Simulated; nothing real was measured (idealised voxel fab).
process module | voxel fin reveal
This is section cut - it's 275 nm across, gridded in 5 nm square cells.
Cross-section layout: square cells on a grid; listed as bands, top to bottom; a band spans one or more cell rows.
Top height, bottom height, nm. Materials left to right, width each, nm. Single material + "all across" = fills band edge to edge. "empty" = empty.
Heights are reckoned from 0. Under this level, the received wafer is all of one material. The bottommost band is open-ended downward, for example "0 down".
With a width like "30 to 40", each row of cells in the band differs from the next by the same amount, the top row carrying the first number and the bottom row the second.
The cross-section has no changed cell in any step marked "changes: none".
"Closed internal cavities": empty spaces of 8 cells or more with no open way to the top, each given as width x height at distance, distance from the left edge, all in nm.
Whatever follows a step's settings on its line is a remark the simulator itself makes about that step.
A step's line can hold "overlay nm"; with a mask on that step, the setting says how far right of the planned place the mask lay, while a negative setting says it lay to the left.

The planned process steps are enumerated hereunder
- 1: RECEIVE with material Si
- 2: CONFORMAL_DEP with material SiN, thk nm 5
- 3: DIRECTIONAL_DEP with material aC, thk nm 10
- 4: PATTERN with tone cover, mask id FINS, material resist, width nm 15, pitch nm 35, thk nm 25, overlay nm 0
- 5: DIRECTIONAL_ETCH with etch materials aC, depth nm 10
- 6: STRIP with etch materials resist
- 7: DIRECTIONAL_ETCH with etch materials SiN, depth nm 5
- 8: DIRECTIONAL_ETCH with etch materials Si, depth nm 35
- 9: STRIP with etch materials aC
- 10: FILL_DEP with material SiO2, thk nm 5
- 11: CMP with height nm 5
- 12: SELECTIVE_ETCH with etch materials SiO2, depth nm 15
- 13: STRIP with etch materials SiN
- 14: CONFORMAL_DEP with material SiO2, thk nm 5

Incoming wafer, cross-sectional view, post step 1
  0 down | Si all across
  Closed internal cavities: none

Final wafer profile in cross-section after the module, from the same start and plan as above, with one mistake made during processing
  10 to 5 | empty 90 nm, then SiO2 25 nm, then empty 10 nm, then SiO2 25 nm, then empty 10 nm, then SiO2 25 nm, then empty 90 nm
  5 to 0 | empty 90 nm, then SiO2 5 nm, then SiN 15 nm, then SiO2 5 nm, then empty 10 nm, then SiO2 5 nm, then SiN 15 nm, then SiO2 5 nm, then empty 10 nm, then SiO2 5 nm, then SiN 15 nm, then SiO2 5 nm, then empty 90 nm
  0 to -30 | empty 90 nm, then SiO2 5 nm, then Si 15 nm, then SiO2 5 nm, then empty 10 nm, then SiO2 5 nm, then Si 15 nm, then SiO2 5 nm, then empty 10 nm, then SiO2 5 nm, then Si 15 nm, then SiO2 5 nm, then empty 90 nm
  -30 to -35 | SiO2 95 nm, then Si 15 nm, then SiO2 20 nm, then Si 15 nm, then SiO2 20 nm, then Si 15 nm, then SiO2 95 nm
  -35 down | Si all across
  Closed internal cavities: none
Error vs. plan: step 13 ran with different settings than intended, the actual operation and settings being STRIP with etch materials SiO2
